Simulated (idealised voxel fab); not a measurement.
The document below concerns the process module designated voxel self aligned vias.
Shown is cross-section cut, with a width of 175 nm and square cells of size 5 nm.
Notation: cross-section as square-cell grid; stated in bands, top first, going down; one or more cell rows per band. First you get the band's top height and its bottom height, in nm, and then the materials it's made of, left to right, with each width in nm. If you see a single material with "edge to edge", that one covers the band edge to edge. "empty" is empty space. It should be noted that heights are counted from 0, beneath which the wafer as supplied is of one material throughout, and that the lowest band possesses no lower boundary but continues downward, as written in "0 nm and below". It should be noted that a width expressed as "30..40" varies in equal increments from row to row of cells within the band, taking the value of the first number at the top row and that of the second number at the bottom row. You'll sometimes find "remained the same" written for a step, and that's the way of saying that nowhere in the cross-section did a cell change during that step. If an empty space has no open way to the top and is at least 8 cells in size, "Closed void inventory" lists it, written width x height at distance, where distance is measured from the left edge and every value is in nm. Note: text after step settings on the step line = simulator remark on that step. Steps that use a mask can have "overlay nm" on their line. It says how far the mask sat to the right of where it was meant to be. Negative means to the left.
-- The steps planned for the process are as follows
1. RECEIVE: material Si
2. CONFORMAL_DEP: material SiO2, thk nm 10
3. CONFORMAL_DEP: material SiCN, thk nm 5
4. DIRECTIONAL_DEP: material SiO2, thk nm 25
5. PATTERN: tone open, mask id LINES, material resist, width nm 30, pitch nm 65, thk nm 20, overlay nm 0
6. DIRECTIONAL_ETCH: etch materials SiO2, depth nm 25
7. STRIP: etch materials resist
8. CONFORMAL_DEP: material TiN, thk nm 5
9. FILL_DEP: material W, thk nm 10
10. CMP: height nm 40
11. SELECTIVE_ETCH: etch materials W Ru TiN, depth nm 10
12. FILL_DEP: material SiN, thk nm 10
13. CMP: height nm 40
14. DIRECTIONAL_DEP: material SiO2, thk nm 15
15. DIRECTIONAL_DEP: material aC, thk nm 10
16. PATTERN: tone open, mask id VIAS, material resist, width nm 40, thk nm 25, overlay nm 0
17. DIRECTIONAL_ETCH: etch materials aC, depth nm 10
18. STRIP: etch materials resist
19. DIRECTIONAL_ETCH: etch materials SiO2, depth nm 15
20. DIRECTIONAL_ETCH: etch materials SiN, depth nm 10
21. STRIP: etch materials aC
22. CONFORMAL_DEP: material TiN, thk nm 5
23. FILL_DEP: material Ru, thk nm 10
24. CMP: height nm 55
25. CONFORMAL_DEP: material SiN, thk nm 5
The wafers are alike at the start. At step 16, their width nm differs. The plan lists the first wafer's value.
-- This is how the first of several wafers looked in cross-section when it arrived, which is after step 1
> 0 nm and below = Si edge to edge
> Closed void inventory: none
-- Take a look at the first of several wafers in cross-section: the module is done, and step 25 was its last step
> 60 nm to 55 nm = SiN edge to edge
> 55 nm to 45 nm = SiO2 35 nm | TiN 5 nm | Ru 30 nm | TiN 5 nm | SiO2 100 nm
> 45 nm to 40 nm = SiO2 35 nm | TiN 10 nm | Ru 20 nm | TiN 10 nm | SiO2 100 nm
> 40 nm to 35 nm = SiO2 40 nm | TiN 5 nm | Ru 20 nm | TiN 5 nm | SiO2 35 nm | SiN 30 nm | SiO2 40 nm
> 35 nm to 30 nm = SiO2 40 nm | TiN 30 nm | SiO2 35 nm | SiN 30 nm | SiO2 40 nm
> 30 nm to 20 nm = SiO2 40 nm | TiN 5 nm | W 20 nm | TiN 5 nm | SiO2 35 nm | TiN 5 nm | W 20 nm | TiN 5 nm | SiO2 40 nm
> 20 nm to 15 nm = SiO2 40 nm | TiN 30 nm | SiO2 35 nm | TiN 30 nm | SiO2 40 nm
> 15 nm to 10 nm = SiCN edge to edge
> 10 nm to 0 nm = SiO2 edge to edge
> 0 nm and below = Si edge to edge
> Closed void inventory: none
-- Last wafer, end of module, cross-section
> 60 nm to 55 nm = SiN edge to edge
> 55 nm to 45 nm = SiO2 25 nm | TiN 5 nm | Ru 55 nm | TiN 5 nm | SiO2 85 nm
> 45 nm to 40 nm = SiO2 25 nm | TiN 20 nm | Ru 20 nm | TiN 25 nm | SiO2 85 nm
> 40 nm to 35 nm = SiO2 40 nm | TiN 5 nm | Ru 20 nm | TiN 5 nm | SiO2 35 nm | SiN 30 nm | SiO2 40 nm
> 35 nm to 30 nm = SiO2 40 nm | TiN 30 nm | SiO2 35 nm | SiN 30 nm | SiO2 40 nm
> 30 nm to 20 nm = SiO2 40 nm | TiN 5 nm | W 20 nm | TiN 5 nm | SiO2 35 nm | TiN 5 nm | W 20 nm | TiN 5 nm | SiO2 40 nm
> 20 nm to 15 nm = SiO2 40 nm | TiN 30 nm | SiO2 35 nm | TiN 30 nm | SiO2 40 nm
> 15 nm to 10 nm = SiCN edge to edge
> 10 nm to 0 nm = SiO2 edge to edge
> 0 nm and below = Si edge to edge
> Closed void inventory: none
-- Where each wafer stands at the end of the module, a row apiece: cells of each material gained (+) or lost (-) since it was received, then closed voids
width nm 40; +20 Ru; +35 SiCN; +47 SiN; +266 SiO2; +36 TiN; +16 W; Closed void inventory: none
width nm 45; +22 Ru; +35 SiCN; +47 SiN; +263 SiO2; +37 TiN; +16 W; Closed void inventory: none
width nm 50; +24 Ru; +35 SiCN; +47 SiN; +260 SiO2; +38 TiN; +16 W; Closed void inventory: none
width nm 55; +26 Ru; +35 SiCN; +47 SiN; +257 SiO2; +39 TiN; +16 W; Closed void inventory: none
width nm 60; +28 Ru; +35 SiCN; +47 SiN; +254 SiO2; +40 TiN; +16 W; Closed void inventory: none
width nm 65; +30 Ru; +35 SiCN; +47 SiN; +251 SiO2; +41 TiN; +16 W; Closed void inventory: none
